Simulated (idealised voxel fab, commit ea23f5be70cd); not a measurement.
process module | voxel double patterning
It is cross-section cut that appears here, measuring 260 nm in width, its square cells being 5 nm in size.
Format of a cross-section: grid, square cells. Given as bands. Order: top down. Band: one or more rows of cells.
The band entry comprises the height of the band's top followed by the height of its bottom, expressed in nm, and subsequently the band's materials from left to right, each stated together with its width in nm. Where a single material is marked with the word "all across", that material fills the band from edge to edge. The word "empty" represents empty space.
All heights in this document are referenced to 0, defined as the level beneath which the wafer, as received, consists entirely of one material. The lowest band is not bounded below; it extends indefinitely downward and is written in the form "0 and below".
The expression "30 to 40" gives the width at the extremes of the band, the first number at its top row of cells and the second at its bottom row, with the width changing by equal amounts from each row to the next in between.
It should be understood that the words "nothing was modified", when stated for a given step, signify that the cross-section underwent no change in any of its cells during that step.
Listed in "Sealed internal voids": every empty space of 8 or more cells without an open way to the top. Form: width x height at distance, the distance being from the left edge, all in nm.
It should be noted that, on the line of a given step, the content following the step's settings is a remark produced by the simulator itself with respect to that step.
The optional step-line setting "overlay nm" applies to steps with a mask and quantifies how far to the right of its planned location the mask lay, a negative value indicating leftward placement.
PROCESS STEPS - PLAN
step 1: RECEIVE | material Si
step 2: CONFORMAL_DEP | material SiO2 | thk nm 5
step 3: DIRECTIONAL_DEP | material TiN | thk nm 15
step 4: DIRECTIONAL_DEP | material SiCN | thk nm 10
step 5: MASKED_ETCH | tone open | mask id FIRST | width nm 15 | pitch nm 50 | etch materials SiCN | depth nm 10 | overlay nm 0
step 6: MASKED_ETCH | tone open | mask id SECOND | width nm 15 | pitch nm 50 | etch materials SiCN | depth nm 10 | overlay nm 0
step 7: DIRECTIONAL_ETCH | etch materials TiN | depth nm 15
step 8: STRIP | etch materials SiCN
OF TWO WAFERS, THE FIRST: RUN ACCORDING TO PLAN
CROSS-SECTION OF THE INCOMING WAFER, STATE AFTER STEP 1
	0 and below | Si all across
	Sealed internal voids: none
STEP 2 COMPLETE: CROSS-SECTION THROUGH THE WAFER
	5 down to 0 | SiO2 all across
	Unchanged below 0.
STEP 3 COMPLETE: CROSS-SECTION THROUGH THE WAFER
	20 down to 5 | TiN all across
	Unchanged below 5.
STEP 4 COMPLETE: CROSS-SECTION THROUGH THE WAFER
	30 down to 20 | SiCN all across
	Unchanged below 20.
STEP 5 COMPLETE: CROSS-SECTION THROUGH THE WAFER
	30 down to 20 | 70 SiCN, then 15 empty, then 35 SiCN, then 15 empty, then 35 SiCN, then 15 empty, then 75 SiCN
	Unchanged below 20.
STEP 6 COMPLETE: CROSS-SECTION THROUGH THE WAFER
	30 down to 20 | 70 SiCN, then 15 empty, then 10 SiCN, then 15 empty, then 10 SiCN, then 15 empty, then 10 SiCN, then 15 empty, then 10 SiCN, then 15 empty, then 75 SiCN
	Unchanged below 20.
STEP 7 COMPLETE: CROSS-SECTION THROUGH THE WAFER
	30 down to 20 | 70 SiCN, then 15 empty, then 10 SiCN, then 15 empty, then 10 SiCN, then 15 empty, then 10 SiCN, then 15 empty, then 10 SiCN, then 15 empty, then 75 SiCN
	20 down to 5 | 70 TiN, then 15 empty, then 10 TiN, then 15 empty, then 10 TiN, then 15 empty, then 10 TiN, then 15 empty, then 10 TiN, then 15 empty, then 75 TiN
	Unchanged below 5.
STEP 8 COMPLETE: CROSS-SECTION THROUGH THE WAFER
	20 down to 5 | 70 TiN, then 15 empty, then 10 TiN, then 15 empty, then 10 TiN, then 15 empty, then 10 TiN, then 15 empty, then 10 TiN, then 15 empty, then 75 TiN
	Unchanged below 5.
NOTES, SECOND WAFER: START = FIRST WAFER'S, PLAN = FIRST WAFER'S, EXECUTION HAD ONE MISTAKE; HISTORY IDENTICAL TO FIRST THROUGH STEP 2
WHEN STEP 3 SHOULD HAVE ENDED
	15 down to 5 | TiN all across
	Unchanged below 5.
WHEN STEP 4 SHOULD HAVE ENDED
	25 down to 15 | SiCN all across
	Unchanged below 15.
WHEN STEP 5 SHOULD HAVE ENDED
	25 down to 15 | 70 SiCN, then 15 empty, then 35 SiCN, then 15 empty, then 35 SiCN, then 15 empty, then 75 SiCN
	Unchanged below 15.
WHEN STEP 6 SHOULD HAVE ENDED
	25 down to 15 | 70 SiCN, then 15 empty, then 10 SiCN, then 15 empty, then 10 SiCN, then 15 empty, then 10 SiCN, then 15 empty, then 10 SiCN, then 15 empty, then 75 SiCN
	Unchanged below 15.
WHEN STEP 7 SHOULD HAVE ENDED
	25 down to 15 | 70 SiCN, then 15 empty, then 10 SiCN, then 15 empty, then 10 SiCN, then 15 empty, then 10 SiCN, then 15 empty, then 10 SiCN, then 15 empty, then 75 SiCN
	15 down to 5 | 70 TiN, then 15 empty, then 10 TiN, then 15 empty, then 10 TiN, then 15 empty, then 10 TiN, then 15 empty, then 10 TiN, then 15 empty, then 75 TiN
	Unchanged below 5.
WHEN STEP 8 SHOULD HAVE ENDED
	15 down to 5 | 70 TiN, then 15 empty, then 10 TiN, then 15 empty, then 10 TiN, then 15 empty, then 10 TiN, then 15 empty, then 10 TiN, then 15 empty, then 75 TiN
	Unchanged below 5.
what went wrong: the process deviated at step 3: the operation and settings actually run there were DIRECTIONAL_DEP | material TiN | thk nm 10
Heads up, by the end the second wafer has more or fewer cells of some materials compared to the first: TiN -37
